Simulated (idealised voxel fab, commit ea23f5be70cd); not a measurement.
A process module follows: voxel ribs on slabs.
The width of the displayed cross-section, cut, is 195 nm; its cells are square, with a size of 5 nm.
A cross-section is a grid of square cells, given in bands from the top down. A band is one or more rows of cells. A band entry consists of two parts. The first gives the height of the band's top and the height of its bottom, in nm. The rest lists the band's materials from left to right, each with its width in nm. A single material labelled with the word "full width" fills the band from edge to edge, and the word "air" marks empty space. Heads up on the height convention: 0 is the point under which the incoming wafer is all one material, and the lowest band has no bottom, it just keeps going down, like "0 and below". When a width is written as two numbers, as in "30 to 40", the first number is the width in the top row of cells of the band and the second is the width in its bottom row, and the width changes by the same amount from each row to the next. The designation "all unchanged", where it is given for a processing step, indicates that no cell of the cross-section was altered in the course of that step. The entry "Completely sealed voids" lists the empty spaces that cover at least 8 cells and have no open path to the top. Each is written as width x height at distance, where the distance is measured from the left edge and all three values are in nm. It should be noted that, on the line of a given step, the content following the step's settings is a remark produced by the simulator itself with respect to that step. The line of a step may include "overlay nm". On a step with a mask, this value is how far to the right of its planned place the mask lay. A negative value means the mask lay to the left.
[Set out below are the planned steps of the process]
1 RECEIVE [material Si]
2 DIRECTIONAL_DEP [material SiO2] [thk nm 20]
3 DIRECTIONAL_DEP [material SiN] [thk nm 20]
4 PATTERN [tone cover] [mask id RIB] [material resist] [width nm 20] [thk nm 20] [overlay nm 0]
5 DIRECTIONAL_ETCH [etch materials SiN] [depth nm 10]
6 STRIP [etch materials resist]
7 PATTERN [tone cover] [mask id SLAB] [material resist] [width nm 60] [thk nm 15] [overlay nm 0]
8 DIRECTIONAL_ETCH [etch materials SiN] [depth nm 10]
9 STRIP [etch materials resist]
10 FILL_DEP [material SiO2] [thk nm 25]
11 CMP [height nm 55]
12 DIRECTIONAL_DEP [material W] [thk nm 5]
13 PATTERN [tone cover] [mask id HEATER] [material resist] [width nm 40] [thk nm 20] [overlay nm 0]
14 DIRECTIONAL_ETCH [etch materials W] [depth nm 5]
15 STRIP [etch materials resist]
16 CONFORMAL_DEP [material SiN] [thk nm 5]
Among the wafers covered here, the point of difference is the width nm at step 4; their starting state is shared, and the plan presents the value of the first wafer.
[Cross-section: the first of several wafers in its as-received state, i.e. following step 1]
* 0 and below = Si full width
* Completely sealed voids: none
[Rows = wafers. At module end, each row lists per material the cells gained (+) or lost (-) since the wafer was received, then the closed voids]
width nm 20 | +73 SiN | +397 SiO2 | +8 W | Completely sealed voids: none
width nm 25 | +75 SiN | +395 SiO2 | +8 W | Completely sealed voids: none
width nm 30 | +77 SiN | +393 SiO2 | +8 W | Completely sealed voids: none
width nm 35 | +79 SiN | +391 SiO2 | +8 W | Completely sealed voids: none
width nm 40 | +81 SiN | +389 SiO2 | +8 W | Completely sealed voids: none
width nm 45 | +83 SiN | +387 SiO2 | +8 W | Completely sealed voids: none
